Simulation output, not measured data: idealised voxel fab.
process module | voxel transistor to metal
cross-section cut | 300 nm wide | cells 5 nm
A cross-section is a grid of square cells, given in bands from the top down. A band is one or more rows of cells.
Each band's line starts with the height of the band's top and of its bottom, in nm. Then come its materials from left to right, each with its width in nm. One material with "throughout" fills the band from edge to edge. "air" is empty space.
Height 0 is the level under which the wafer as received is all one material. The lowest band goes on downwards, as in "0 down".
A width such as "30 to 40" changes by the same amount from each row of cells to the next, from the band's top row to its bottom row.
"no change" after a step means that no cell of the cross-section changed.
closed voids: empty space of 8 cells or more with no open way to the top, each as width x height at its distance from the left edge, in nm
after a step's settings: what the simulator itself notes on the step
overlay nm, on a step with a mask: how far to the right of its planned place the mask lay; to the left if negative
plan
1 op RECEIVE | material Si
2 op OXIDIZE | depth nm 5
3 op CONFORMAL_DEP | material SiN | thk nm 10
4 op MASKED_ETCH | tone cover | mask id ACTIVE | width nm 105 | pitch nm 130 | etch materials SiN | depth nm 10 | overlay nm 0
5 op MASKED_ETCH | tone cover | mask id ACTIVE | width nm 105 | pitch nm 130 | etch materials SiO2 | depth nm 5 | overlay nm 0
6 op MASKED_ETCH | tone cover | mask id ACTIVE | width nm 105 | pitch nm 130 | etch materials Si | depth nm 30 | overlay nm 0
7 op FILL_DEP | material SiO2 | thk nm 15
8 op CMP | height nm 10
9 op SELECTIVE_ETCH | etch materials SiO2 | depth nm 5
10 op STRIP | etch materials SiN
11 op SELECTIVE_ETCH | etch materials SiO2 | depth nm 5
12 op OXIDIZE | depth nm 5
13 op DIRECTIONAL_DEP | material polySi | thk nm 30
14 op DIRECTIONAL_DEP | material SiCN | thk nm 15
15 op MASKED_ETCH | tone cover | mask id GATE | width nm 15 | pitch nm 130 | etch materials SiCN | depth nm 25 | overlay nm 0
16 op MASKED_ETCH | tone cover | mask id GATE | width nm 15 | pitch nm 130 | etch materials polySi | depth nm 40 | overlay nm 0
17 op CONFORMAL_DEP | material SiN | thk nm 10
18 op DIRECTIONAL_ETCH | etch materials SiN | depth nm 10
19 op DIRECTIONAL_ETCH | etch materials SiO2 | depth nm 5
20 op EPI | material SiGe | thk nm 5
21 op FILL_DEP | material SiO2 | thk nm 5
22 op CMP | height nm 40
23 op DIRECTIONAL_DEP | material SiO2 | thk nm 10
24 op DIRECTIONAL_DEP | material aC | thk nm 10
25 op PATTERN | tone open | mask id CONTACT | material resist | width nm 30 | thk nm 25 | overlay nm 0
26 op DIRECTIONAL_ETCH | etch materials aC | depth nm 10
27 op STRIP | etch materials resist
28 op DIRECTIONAL_ETCH | etch materials SiO2 | depth nm 55
29 op STRIP | etch materials aC
30 op CONFORMAL_DEP | material TiN | thk nm 5
31 op FILL_DEP | material W | thk nm 5
32 op CMP | height nm 50
33 op CONFORMAL_DEP | material SiN | thk nm 5
34 op DIRECTIONAL_DEP | material lowk | thk nm 25
35 op DIRECTIONAL_DEP | material aC | thk nm 15
36 op PATTERN | tone open | mask id METAL_1 | material resist | width nm 20 | pitch nm 65 | thk nm 35 | overlay nm 0
37 op DIRECTIONAL_ETCH | etch materials aC | depth nm 15
38 op STRIP | etch materials resist
39 op DIRECTIONAL_ETCH | etch materials lowk | depth nm 25
40 op DIRECTIONAL_ETCH | etch materials SiN | depth nm 5
41 op STRIP | etch materials aC
42 op CONFORMAL_DEP | material TiN | thk nm 5
43 op FILL_DEP | material Ru | thk nm 10
44 op CMP | height nm 80
45 op EPI | material Ru | thk nm 5
46 op FILL_DEP | material SiCN | thk nm 5
first wafer, as planned
as received, after step 1
  0 down: Si throughout
  closed voids: none
after step 2
  0 to -5: SiO2 throughout
  below -5: unchanged
after step 3
  10 to 0: SiN throughout
  below 0: unchanged
after step 4
  10 to 0: air 30 | SiN 105 | air 25 | SiN 105 | air 35
  below 0: unchanged
after step 5
  10 to 0: air 30 | SiN 105 | air 25 | SiN 105 | air 35
  0 to -5: air 30 | SiO2 105 | air 25 | SiO2 105 | air 35
  below -5: unchanged
after step 6
  10 to 0: air 30 | SiN 105 | air 25 | SiN 105 | air 35
  0 to -5: air 30 | SiO2 105 | air 25 | SiO2 105 | air 35
  -5 to -35: air 30 | Si 105 | air 25 | Si 105 | air 35
  below -35: unchanged
after step 7
  25 to 10: SiO2 throughout
  10 to 0: SiO2 30 | SiN 105 | SiO2 25 | SiN 105 | SiO2 35
  0 to -5: SiO2 throughout
  -5 to -35: SiO2 30 | Si 105 | SiO2 25 | Si 105 | SiO2 35
  below -35: unchanged
after step 8
  10 to 0: SiO2 30 | SiN 105 | SiO2 25 | SiN 105 | SiO2 35
  below 0: unchanged
after step 9
  10 to 5: air 30 | SiN 105 | air 25 | SiN 105 | air 35
  below 5: unchanged
after step 10
  5 to 0: SiO2 30 | air 105 | SiO2 25 | air 105 | SiO2 35
  below 0: unchanged
after step 11
  0 to -5: SiO2 25 | air 115 | SiO2 15 | air 115 | SiO2 30
  below -5: unchanged
after step 12
  0 to -5: SiO2 25 | air 115 | SiO2 15 | air 115 | SiO2 30
  -5 to -10: SiO2 throughout
  below -10: unchanged
after step 13
  30 to 25: polySi 25 | air 115 | polySi 15 | air 115 | polySi 30
  25 to 0: polySi throughout
  0 to -5: SiO2 25 | polySi 115 | SiO2 15 | polySi 115 | SiO2 30
  below -5: unchanged
after step 14
  45 to 40: SiCN 25 | air 115 | SiCN 15 | air 115 | SiCN 30
  40 to 30: SiCN throughout
  30 to 25: polySi 25 | SiCN 115 | polySi 15 | SiCN 115 | polySi 30
  below 25: unchanged
after step 15
  40 to 30: air 75 | SiCN 15 | air 115 | SiCN 15 | air 80
  30 to 25: polySi 25 | air 50 | SiCN 15 | air 50 | polySi 15 | air 50 | SiCN 15 | air 50 | polySi 30
  below 25: unchanged
after step 16
  40 to 25: air 75 | SiCN 15 | air 115 | SiCN 15 | air 80
  25 to 0: air 75 | polySi 15 | air 115 | polySi 15 | air 80
  0 to -5: SiO2 25 | air 50 | polySi 15 | air 50 | SiO2 15 | air 50 | polySi 15 | air 50 | SiO2 30
  below -5: unchanged
after step 17
  50 to 40: air 65 | SiN 35 | air 95 | SiN 35 | air 70
  40 to 25: air 65 | SiN 10 | SiCN 15 | SiN 10 | air 95 | SiN 10 | SiCN 15 | SiN 10 | air 70
  25 to 10: air 65 | SiN 10 | polySi 15 | SiN 10 | air 95 | SiN 10 | polySi 15 | SiN 10 | air 70
  10 to 5: SiN 35 | air 30 | SiN 10 | polySi 15 | SiN 10 | air 30 | SiN 35 | air 30 | SiN 10 | polySi 15 | SiN 10 | air 30 | SiN 40
  5 to 0: SiN 75 | polySi 15 | SiN 115 | polySi 15 | SiN 80
  0 to -5: SiO2 25 | SiN 50 | polySi 15 | SiN 50 | SiO2 15 | SiN 50 | polySi 15 | SiN 50 | SiO2 30
  below -5: unchanged
after step 18
  40 to 25: air 65 | SiN 10 | SiCN 15 | SiN 10 | air 95 | SiN 10 | SiCN 15 | SiN 10 | air 70
  25 to 0: air 65 | SiN 10 | polySi 15 | SiN 10 | air 95 | SiN 10 | polySi 15 | SiN 10 | air 70
  0 to -5: SiO2 25 | SiN 10 | air 30 | SiN 10 | polySi 15 | SiN 10 | air 30 | SiN 10 | SiO2 15 | SiN 10 | air 30 | SiN 10 | polySi 15 | SiN 10 | air 30 | SiN 10 | SiO2 30
  below -5: unchanged
after step 19
  40 to 25: air 65 | SiN 10 | SiCN 15 | SiN 10 | air 95 | SiN 10 | SiCN 15 | SiN 10 | air 70
  25 to 0: air 65 | SiN 10 | polySi 15 | SiN 10 | air 95 | SiN 10 | polySi 15 | SiN 10 | air 70
  0 to -5: air 25 | SiN 10 | air 30 | SiN 10 | polySi 15 | SiN 10 | air 30 | SiN 10 | air 15 | SiN 10 | air 30 | SiN 10 | polySi 15 | SiN 10 | air 30 | SiN 10 | air 30
  -5 to -10: SiO2 35 | air 30 | SiO2 35 | air 30 | SiO2 35 | air 30 | SiO2 35 | air 30 | SiO2 40
  below -10: unchanged
after step 20
  40 to 25: air 65 | SiN 10 | SiCN 15 | SiN 10 | air 95 | SiN 10 | SiCN 15 | SiN 10 | air 70
  25 to 0: air 65 | SiN 10 | polySi 15 | SiN 10 | air 95 | SiN 10 | polySi 15 | SiN 10 | air 70
  0 to -5: air 25 | SiN 10 | air 30 | SiN 10 | polySi 15 | SiN 10 | air 30 | SiN 10 | air 15 | SiN 10 | air 30 | SiN 10 | polySi 15 | SiN 10 | air 30 | SiN 10 | air 30
  -5 to -10: SiO2 35 | SiGe 30 | SiO2 35 | SiGe 30 | SiO2 35 | SiGe 30 | SiO2 35 | SiGe 30 | SiO2 40
  below -10: unchanged
after step 21
  45 to 40: SiO2 throughout
  40 to 25: SiO2 65 | SiN 10 | SiCN 15 | SiN 10 | SiO2 95 | SiN 10 | SiCN 15 | SiN 10 | SiO2 70
  25 to 0: SiO2 65 | SiN 10 | polySi 15 | SiN 10 | SiO2 95 | SiN 10 | polySi 15 | SiN 10 | SiO2 70
  0 to -5: SiO2 25 | SiN 10 | SiO2 30 | SiN 10 | polySi 15 | SiN 10 | SiO2 30 | SiN 10 | SiO2 15 | SiN 10 | SiO2 30 | SiN 10 | polySi 15 | SiN 10 | SiO2 30 | SiN 10 | SiO2 30
  below -5: unchanged
after step 22
  40 to 25: SiO2 65 | SiN 10 | SiCN 15 | SiN 10 | SiO2 95 | SiN 10 | SiCN 15 | SiN 10 | SiO2 70
  below 25: unchanged
after step 23
  50 to 40: SiO2 throughout
  below 40: unchanged
after step 24
  60 to 50: aC throughout
  below 50: unchanged
after step 25
  85 to 60: resist 40 | air 30 | resist 25 | air 30 | resist 45 | air 30 | resist 25 | air 30 | resist 45
  below 60: unchanged
after step 26
  75 to 60: resist 40 | air 30 | resist 25 | air 30 | resist 45 | air 30 | resist 25 | air 30 | resist 45
  60 to 50: aC 40 | air 30 | aC 25 | air 30 | aC 45 | air 30 | aC 25 | air 30 | aC 45
  below 50: unchanged
after step 27
  60 to 50: aC 40 | air 30 | aC 25 | air 30 | aC 45 | air 30 | aC 25 | air 30 | aC 45
  below 50: unchanged
after step 28
  60 to 50: aC 40 | air 30 | aC 25 | air 30 | aC 45 | air 30 | aC 25 | air 30 | aC 45
  50 to 40: SiO2 40 | air 30 | SiO2 25 | air 30 | SiO2 45 | air 30 | SiO2 25 | air 30 | SiO2 45
  40 to 25: SiO2 40 | air 25 | SiN 10 | SiCN 15 | SiN 10 | air 25 | SiO2 45 | air 25 | SiN 10 | SiCN 15 | SiN 10 | air 25 | SiO2 45
  25 to 0: SiO2 40 | air 25 | SiN 10 | polySi 15 | SiN 10 | air 25 | SiO2 45 | air 25 | SiN 10 | polySi 15 | SiN 10 | air 25 | SiO2 45
  0 to -5: SiO2 25 | SiN 10 | SiO2 5 | air 25 | SiN 10 | polySi 15 | SiN 10 | air 25 | SiO2 5 | SiN 10 | SiO2 15 | SiN 10 | SiO2 5 | air 25 | SiN 10 | polySi 15 | SiN 10 | air 25 | SiO2 5 | SiN 10 | SiO2 30
  below -5: unchanged
after step 29
  50 to 40: SiO2 40 | air 30 | SiO2 25 | air 30 | SiO2 45 | air 30 | SiO2 25 | air 30 | SiO2 45
  below 40: unchanged
after step 30
  55 to 50: TiN 45 | air 20 | TiN 35 | air 20 | TiN 55 | air 20 | TiN 35 | air 20 | TiN 50
  50 to 40: SiO2 40 | TiN 5 | air 20 to 15 | TiN 5 to 10 | SiO2 25 | TiN 5 to 10 | air 20 to 15 | TiN 5 | SiO2 45 | TiN 5 | air 20 to 15 | TiN 5 to 10 | SiO2 25 | TiN 5 to 10 | air 20 to 15 | TiN 5 | SiO2 45
  40 to 25: SiO2 40 | TiN 5 | air 15 | TiN 5 | SiN 10 | SiCN 15 | SiN 10 | TiN 5 | air 15 | TiN 5 | SiO2 45 | TiN 5 | air 15 | TiN 5 | SiN 10 | SiCN 15 | SiN 10 | TiN 5 | air 15 | TiN 5 | SiO2 45
  25 to 0: SiO2 40 | TiN 5 | air 15 | TiN 5 | SiN 10 | polySi 15 | SiN 10 | TiN 5 | air 15 | TiN 5 | SiO2 45 | TiN 5 | air 15 | TiN 5 | SiN 10 | polySi 15 | SiN 10 | TiN 5 | air 15 | TiN 5 | SiO2 45
  0 to -5: SiO2 25 | SiN 10 | SiO2 5 | TiN 25 | SiN 10 | polySi 15 | SiN 10 | TiN 25 | SiO2 5 | SiN 10 | SiO2 15 | SiN 10 | SiO2 5 | TiN 25 | SiN 10 | polySi 15 | SiN 10 | TiN 25 | SiO2 5 | SiN 10 | SiO2 30
  below -5: unchanged
after step 31
  60 to 55: W throughout
  55 to 50: TiN 45 | W 20 | TiN 35 | W 20 | TiN 55 | W 20 | TiN 35 | W 20 | TiN 50
  50 to 40: SiO2 40 | TiN 5 | W 20 to 15 | TiN 5 to 10 | SiO2 25 | TiN 5 to 10 | W 20 to 15 | TiN 5 | SiO2 45 | TiN 5 | W 20 to 15 | TiN 5 to 10 | SiO2 25 | TiN 5 to 10 | W 20 to 15 | TiN 5 | SiO2 45
  40 to 25: SiO2 40 | TiN 5 | W 15 | TiN 5 | SiN 10 | SiCN 15 | SiN 10 | TiN 5 | W 15 | TiN 5 | SiO2 45 | TiN 5 | W 15 | TiN 5 | SiN 10 | SiCN 15 | SiN 10 | TiN 5 | W 15 | TiN 5 | SiO2 45
  25 to 0: SiO2 40 | TiN 5 | W 15 | TiN 5 | SiN 10 | polySi 15 | SiN 10 | TiN 5 | W 15 | TiN 5 | SiO2 45 | TiN 5 | W 15 | TiN 5 | SiN 10 | polySi 15 | SiN 10 | TiN 5 | W 15 | TiN 5 | SiO2 45
  below 0: unchanged
after step 32
  50 to 40: SiO2 40 | TiN 5 | W 20 to 15 | TiN 5 to 10 | SiO2 25 | TiN 5 to 10 | W 20 to 15 | TiN 5 | SiO2 45 | TiN 5 | W 20 to 15 | TiN 5 to 10 | SiO2 25 | TiN 5 to 10 | W 20 to 15 | TiN 5 | SiO2 45
  below 40: unchanged
after step 33
  55 to 50: SiN throughout
  below 50: unchanged
after step 34
  80 to 55: lowk throughout
  below 55: unchanged
after step 35
  95 to 80: aC throughout
  below 80: unchanged
after step 36
  130 to 95: resist 40 | air 20 | resist 45 | air 20 | resist 45 | air 20 | resist 45 | air 20 | resist 45
  below 95: unchanged
after step 37
  115 to 95: resist 40 | air 20 | resist 45 | air 20 | resist 45 | air 20 | resist 45 | air 20 | resist 45
  95 to 80: aC 40 | air 20 | aC 45 | air 20 | aC 45 | air 20 | aC 45 | air 20 | aC 45
  below 80: unchanged
after step 38
  95 to 80: aC 40 | air 20 | aC 45 | air 20 | aC 45 | air 20 | aC 45 | air 20 | aC 45
  below 80: unchanged
after step 39
  95 to 80: aC 40 | air 20 | aC 45 | air 20 | aC 45 | air 20 | aC 45 | air 20 | aC 45
  80 to 55: lowk 40 | air 20 | lowk 45 | air 20 | lowk 45 | air 20 | lowk 45 | air 20 | lowk 45
  below 55: unchanged
after step 40
  95 to 80: aC 40 | air 20 | aC 45 | air 20 | aC 45 | air 20 | aC 45 | air 20 | aC 45
  80 to 55: lowk 40 | air 20 | lowk 45 | air 20 | lowk 45 | air 20 | lowk 45 | air 20 | lowk 45
  55 to 50: SiN 40 | air 20 | SiN 45 | air 20 | SiN 45 | air 20 | SiN 45 | air 20 | SiN 45
  below 50: unchanged
after step 41
  80 to 55: lowk 40 | air 20 | lowk 45 | air 20 | lowk 45 | air 20 | lowk 45 | air 20 | lowk 45
  below 55: unchanged
after step 42
  85 to 80: TiN 45 | air 10 | TiN 55 | air 10 | TiN 55 | air 10 | TiN 55 | air 10 | TiN 50
  80 to 55: lowk 40 | TiN 5 | air 10 | TiN 5 | lowk 45 | TiN 5 | air 10 | TiN 5 | lowk 45 | TiN 5 | air 10 | TiN 5 | lowk 45 | TiN 5 | air 10 | TiN 5 | lowk 45
  55 to 50: SiN 40 | TiN 20 | SiN 45 | TiN 20 | SiN 45 | TiN 20 | SiN 45 | TiN 20 | SiN 45
  below 50: unchanged
after step 43
  95 to 85: Ru throughout
  85 to 80: TiN 45 | Ru 10 | TiN 55 | Ru 10 | TiN 55 | Ru 10 | TiN 55 | Ru 10 | TiN 50
  80 to 55: lowk 40 | TiN 5 | Ru 10 | TiN 5 | lowk 45 | TiN 5 | Ru 10 | TiN 5 | lowk 45 | TiN 5 | Ru 10 | TiN 5 | lowk 45 | TiN 5 | Ru 10 | TiN 5 | lowk 45
  below 55: unchanged
after step 44
  80 to 55: lowk 40 | TiN 5 | Ru 10 | TiN 5 | lowk 45 | TiN 5 | Ru 10 | TiN 5 | lowk 45 | TiN 5 | Ru 10 | TiN 5 | lowk 45 | TiN 5 | Ru 10 | TiN 5 | lowk 45
  below 55: unchanged
after step 45
  85 to 80: air 35 | Ru 30 | air 35 | Ru 30 | air 35 | Ru 30 | air 35 | Ru 30 | air 40
  below 80: unchanged
after step 46
  90 to 85: SiCN throughout
  85 to 80: SiCN 35 | Ru 30 | SiCN 35 | Ru 30 | SiCN 35 | Ru 30 | SiCN 35 | Ru 30 | SiCN 40
  below 80: unchanged
second wafer: like start, like plan, one mistake. Through step 3 it matches the first wafer
when step 4 should have ended
  10 to 0: SiN 30 | air 105 | SiN 25 | air 105 | SiN 35
  below 0: unchanged
when step 5 should have ended: no change
when step 6 should have ended: no change
when step 7 should have ended
  25 to 10: SiO2 throughout
  10 to 0: SiN 30 | SiO2 105 | SiN 25 | SiO2 105 | SiN 35
  below 0: unchanged
when step 8 should have ended
  10 to 0: SiN 30 | SiO2 105 | SiN 25 | SiO2 105 | SiN 35
  below 0: unchanged
when step 9 should have ended
  10 to 5: SiN 30 | air 105 | SiN 25 | air 105 | SiN 35
  below 5: unchanged
when step 10 should have ended
  5 to 0: air 30 | SiO2 105 | air 25 | SiO2 105 | air 35
  below 0: unchanged
when step 11 should have ended
  0 to -5: air 35 | SiO2 95 | air 35 | SiO2 95 | air 40
  below -5: unchanged
when step 12 should have ended
  0 to -5: air 35 | SiO2 95 | air 35 | SiO2 95 | air 40
  -5 to -10: SiO2 40 | Si 85 | SiO2 45 | Si 85 | SiO2 45
  below -10: unchanged
when step 13 should have ended
  30 to 25: air 35 | polySi 95 | air 35 | polySi 95 | air 40
  25 to 0: polySi throughout
  0 to -5: polySi 35 | SiO2 95 | polySi 35 | SiO2 95 | polySi 40
  below -5: unchanged
when step 14 should have ended
  45 to 40: air 35 | SiCN 95 | air 35 | SiCN 95 | air 40
  40 to 30: SiCN throughout
  30 to 25: SiCN 35 | polySi 95 | SiCN 35 | polySi 95 | SiCN 40
  below 25: unchanged
when step 15 should have ended
  45 to 30: air 75 | SiCN 15 | air 115 | SiCN 15 | air 80
  30 to 25: air 35 | polySi 95 | air 35 | polySi 95 | air 40
  below 25: unchanged
when step 16 should have ended
  45 to 30: air 75 | SiCN 15 | air 115 | SiCN 15 | air 80
  30 to 0: air 75 | polySi 15 | air 115 | polySi 15 | air 80
  0 to -5: air 35 | SiO2 95 | air 35 | SiO2 95 | air 40
  below -5: unchanged
when step 17 should have ended
  55 to 45: air 65 | SiN 35 | air 95 | SiN 35 | air 70
  45 to 30: air 65 | SiN 10 | SiCN 15 | SiN 10 | air 95 | SiN 10 | SiCN 15 | SiN 10 | air 70
  30 to 10: air 65 | SiN 10 | polySi 15 | SiN 10 | air 95 | SiN 10 | polySi 15 | SiN 10 | air 70
  10 to 5: air 25 | SiN 50 | polySi 15 | SiN 50 | air 15 | SiN 50 | polySi 15 | SiN 50 | air 30
  5 to 0: SiN 75 | polySi 15 | SiN 115 | polySi 15 | SiN 80
  0 to -5: SiN 35 | SiO2 95 | SiN 35 | SiO2 95 | SiN 40
  below -5: unchanged
when step 18 should have ended
  45 to 30: air 65 | SiN 10 | SiCN 15 | SiN 10 | air 95 | SiN 10 | SiCN 15 | SiN 10 | air 70
  30 to 0: air 65 | SiN 10 | polySi 15 | SiN 10 | air 95 | SiN 10 | polySi 15 | SiN 10 | air 70
  0 to -5: air 25 | SiN 10 | SiO2 95 | SiN 10 | air 15 | SiN 10 | SiO2 95 | SiN 10 | air 30
  below -5: unchanged
when step 19 should have ended
  45 to 30: air 65 | SiN 10 | SiCN 15 | SiN 10 | air 95 | SiN 10 | SiCN 15 | SiN 10 | air 70
  30 to 0: air 65 | SiN 10 | polySi 15 | SiN 10 | air 95 | SiN 10 | polySi 15 | SiN 10 | air 70
  0 to -5: air 25 | SiN 10 | air 30 | SiO2 35 | air 30 | SiN 10 | air 15 | SiN 10 | air 30 | SiO2 35 | air 30 | SiN 10 | air 30
  -5 to -10: air 25 | SiO2 15 | Si 85 | SiO2 15 | air 15 | SiO2 15 | Si 85 | SiO2 15 | air 30
  below -10: unchanged
when step 20 should have ended
  45 to 30: air 65 | SiN 10 | SiCN 15 | SiN 10 | air 95 | SiN 10 | SiCN 15 | SiN 10 | air 70
  30 to 0: air 65 | SiN 10 | polySi 15 | SiN 10 | air 95 | SiN 10 | polySi 15 | SiN 10 | air 70
  0 to -5: air 25 | SiN 10 | SiGe 30 | SiO2 35 | SiGe 30 | SiN 10 | air 15 | SiN 10 | SiGe 30 | SiO2 35 | SiGe 30 | SiN 10 | air 30
  -5 to -10: SiGe 25 | SiO2 15 | Si 85 | SiO2 15 | SiGe 15 | SiO2 15 | Si 85 | SiO2 15 | SiGe 30
  below -10: unchanged
when step 21 should have ended
  50 to 45: SiO2 throughout
  45 to 30: SiO2 65 | SiN 10 | SiCN 15 | SiN 10 | SiO2 95 | SiN 10 | SiCN 15 | SiN 10 | SiO2 70
  30 to 0: SiO2 65 | SiN 10 | polySi 15 | SiN 10 | SiO2 95 | SiN 10 | polySi 15 | SiN 10 | SiO2 70
  0 to -5: SiO2 25 | SiN 10 | SiGe 30 | SiO2 35 | SiGe 30 | SiN 10 | SiO2 15 | SiN 10 | SiGe 30 | SiO2 35 | SiGe 30 | SiN 10 | SiO2 30
  below -5: unchanged
when step 22 should have ended
  40 to 30: SiO2 65 | SiN 10 | SiCN 15 | SiN 10 | SiO2 95 | SiN 10 | SiCN 15 | SiN 10 | SiO2 70
  below 30: unchanged
when step 23 should have ended
  50 to 40: SiO2 throughout
  below 40: unchanged
when step 24 should have ended
  60 to 50: aC throughout
  below 50: unchanged
when step 25 should have ended
  85 to 60: resist 40 | air 30 | resist 25 | air 30 | resist 45 | air 30 | resist 25 | air 30 | resist 45
  below 60: unchanged
when step 26 should have ended
  75 to 60: resist 40 | air 30 | resist 25 | air 30 | resist 45 | air 30 | resist 25 | air 30 | resist 45
  60 to 50: aC 40 | air 30 | aC 25 | air 30 | aC 45 | air 30 | aC 25 | air 30 | aC 45
  below 50: unchanged
when step 27 should have ended
  60 to 50: aC 40 | air 30 | aC 25 | air 30 | aC 45 | air 30 | aC 25 | air 30 | aC 45
  below 50: unchanged
when step 28 should have ended
  60 to 50: aC 40 | air 30 | aC 25 | air 30 | aC 45 | air 30 | aC 25 | air 30 | aC 45
  50 to 40: SiO2 40 | air 30 | SiO2 25 | air 30 | SiO2 45 | air 30 | SiO2 25 | air 30 | SiO2 45
  40 to 30: SiO2 40 | air 25 | SiN 10 | SiCN 15 | SiN 10 | air 25 | SiO2 45 | air 25 | SiN 10 | SiCN 15 | SiN 10 | air 25 | SiO2 45
  30 to 0: SiO2 40 | air 25 | SiN 10 | polySi 15 | SiN 10 | air 25 | SiO2 45 | air 25 | SiN 10 | polySi 15 | SiN 10 | air 25 | SiO2 45
  below 0: unchanged
when step 29 should have ended
  50 to 40: SiO2 40 | air 30 | SiO2 25 | air 30 | SiO2 45 | air 30 | SiO2 25 | air 30 | SiO2 45
  below 40: unchanged
when step 30 should have ended
  55 to 50: TiN 45 | air 20 | TiN 35 | air 20 | TiN 55 | air 20 | TiN 35 | air 20 | TiN 50
  50 to 40: SiO2 40 | TiN 5 | air 20 to 15 | TiN 5 to 10 | SiO2 25 | TiN 5 to 10 | air 20 to 15 | TiN 5 | SiO2 45 | TiN 5 | air 20 to 15 | TiN 5 to 10 | SiO2 25 | TiN 5 to 10 | air 20 to 15 | TiN 5 | SiO2 45
  40 to 30: SiO2 40 | TiN 5 | air 15 | TiN 5 | SiN 10 | SiCN 15 | SiN 10 | TiN 5 | air 15 | TiN 5 | SiO2 45 | TiN 5 | air 15 | TiN 5 | SiN 10 | SiCN 15 | SiN 10 | TiN 5 | air 15 | TiN 5 | SiO2 45
  30 to 5: SiO2 40 | TiN 5 | air 15 | TiN 5 | SiN 10 | polySi 15 | SiN 10 | TiN 5 | air 15 | TiN 5 | SiO2 45 | TiN 5 | air 15 | TiN 5 | SiN 10 | polySi 15 | SiN 10 | TiN 5 | air 15 | TiN 5 | SiO2 45
  5 to 0: SiO2 40 | TiN 25 | SiN 10 | polySi 15 | SiN 10 | TiN 25 | SiO2 45 | TiN 25 | SiN 10 | polySi 15 | SiN 10 | TiN 25 | SiO2 45
  below 0: unchanged
when step 31 should have ended
  60 to 55: W throughout
  55 to 50: TiN 45 | W 20 | TiN 35 | W 20 | TiN 55 | W 20 | TiN 35 | W 20 | TiN 50
  50 to 40: SiO2 40 | TiN 5 | W 20 to 15 | TiN 5 to 10 | SiO2 25 | TiN 5 to 10 | W 20 to 15 | TiN 5 | SiO2 45 | TiN 5 | W 20 to 15 | TiN 5 to 10 | SiO2 25 | TiN 5 to 10 | W 20 to 15 | TiN 5 | SiO2 45
  40 to 30: SiO2 40 | TiN 5 | W 15 | TiN 5 | SiN 10 | SiCN 15 | SiN 10 | TiN 5 | W 15 | TiN 5 | SiO2 45 | TiN 5 | W 15 | TiN 5 | SiN 10 | SiCN 15 | SiN 10 | TiN 5 | W 15 | TiN 5 | SiO2 45
  30 to 5: SiO2 40 | TiN 5 | W 15 | TiN 5 | SiN 10 | polySi 15 | SiN 10 | TiN 5 | W 15 | TiN 5 | SiO2 45 | TiN 5 | W 15 | TiN 5 | SiN 10 | polySi 15 | SiN 10 | TiN 5 | W 15 | TiN 5 | SiO2 45
  below 5: unchanged
when step 32 should have ended
  50 to 40: SiO2 40 | TiN 5 | W 20 to 15 | TiN 5 to 10 | SiO2 25 | TiN 5 to 10 | W 20 to 15 | TiN 5 | SiO2 45 | TiN 5 | W 20 to 15 | TiN 5 to 10 | SiO2 25 | TiN 5 to 10 | W 20 to 15 | TiN 5 | SiO2 45
  below 40: unchanged
when step 33 should have ended
  55 to 50: SiN throughout
  below 50: unchanged
when step 34 should have ended
  80 to 55: lowk throughout
  below 55: unchanged
when step 35 should have ended
  95 to 80: aC throughout
  below 80: unchanged
when step 36 should have ended
  130 to 95: resist 40 | air 20 | resist 45 | air 20 | resist 45 | air 20 | resist 45 | air 20 | resist 45
  below 95: unchanged
when step 37 should have ended
  115 to 95: resist 40 | air 20 | resist 45 | air 20 | resist 45 | air 20 | resist 45 | air 20 | resist 45
  95 to 80: aC 40 | air 20 | aC 45 | air 20 | aC 45 | air 20 | aC 45 | air 20 | aC 45
  below 80: unchanged
when step 38 should have ended
  95 to 80: aC 40 | air 20 | aC 45 | air 20 | aC 45 | air 20 | aC 45 | air 20 | aC 45
  below 80: unchanged
when step 39 should have ended
  95 to 80: aC 40 | air 20 | aC 45 | air 20 | aC 45 | air 20 | aC 45 | air 20 | aC 45
  80 to 55: lowk 40 | air 20 | lowk 45 | air 20 | lowk 45 | air 20 | lowk 45 | air 20 | lowk 45
  below 55: unchanged
when step 40 should have ended
  95 to 80: aC 40 | air 20 | aC 45 | air 20 | aC 45 | air 20 | aC 45 | air 20 | aC 45
  80 to 55: lowk 40 | air 20 | lowk 45 | air 20 | lowk 45 | air 20 | lowk 45 | air 20 | lowk 45
  55 to 50: SiN 40 | air 20 | SiN 45 | air 20 | SiN 45 | air 20 | SiN 45 | air 20 | SiN 45
  below 50: unchanged
when step 41 should have ended
  80 to 55: lowk 40 | air 20 | lowk 45 | air 20 | lowk 45 | air 20 | lowk 45 | air 20 | lowk 45
  below 55: unchanged
when step 42 should have ended
  85 to 80: TiN 45 | air 10 | TiN 55 | air 10 | TiN 55 | air 10 | TiN 55 | air 10 | TiN 50
  80 to 55: lowk 40 | TiN 5 | air 10 | TiN 5 | lowk 45 | TiN 5 | air 10 | TiN 5 | lowk 45 | TiN 5 | air 10 | TiN 5 | lowk 45 | TiN 5 | air 10 | TiN 5 | lowk 45
  55 to 50: SiN 40 | TiN 20 | SiN 45 | TiN 20 | SiN 45 | TiN 20 | SiN 45 | TiN 20 | SiN 45
  below 50: unchanged
when step 43 should have ended
  95 to 85: Ru throughout
  85 to 80: TiN 45 | Ru 10 | TiN 55 | Ru 10 | TiN 55 | Ru 10 | TiN 55 | Ru 10 | TiN 50
  80 to 55: lowk 40 | TiN 5 | Ru 10 | TiN 5 | lowk 45 | TiN 5 | Ru 10 | TiN 5 | lowk 45 | TiN 5 | Ru 10 | TiN 5 | lowk 45 | TiN 5 | Ru 10 | TiN 5 | lowk 45
  below 55: unchanged
when step 44 should have ended
  80 to 55: lowk 40 | TiN 5 | Ru 10 | TiN 5 | lowk 45 | TiN 5 | Ru 10 | TiN 5 | lowk 45 | TiN 5 | Ru 10 | TiN 5 | lowk 45 | TiN 5 | Ru 10 | TiN 5 | lowk 45
  below 55: unchanged
when step 45 should have ended
  85 to 80: air 35 | Ru 30 | air 35 | Ru 30 | air 35 | Ru 30 | air 35 | Ru 30 | air 40
  below 80: unchanged
when step 46 should have ended
  90 to 85: SiCN throughout
  85 to 80: SiCN 35 | Ru 30 | SiCN 35 | Ru 30 | SiCN 35 | Ru 30 | SiCN 35 | Ru 30 | SiCN 40
  below 80: unchanged
what went wrong: step 4 ran as: op MASKED_ETCH | tone open | mask id ACTIVE | width nm 105 | pitch nm 130 | etch materials SiN | depth nm 10 | overlay nm 0
at the end the second wafer has, in cells: 124 more of Si | 6 fewer of SiCN | 14 more of SiGe | 8 fewer of SiN | 104 fewer of SiO2 | 8 fewer of TiN | 12 fewer of W
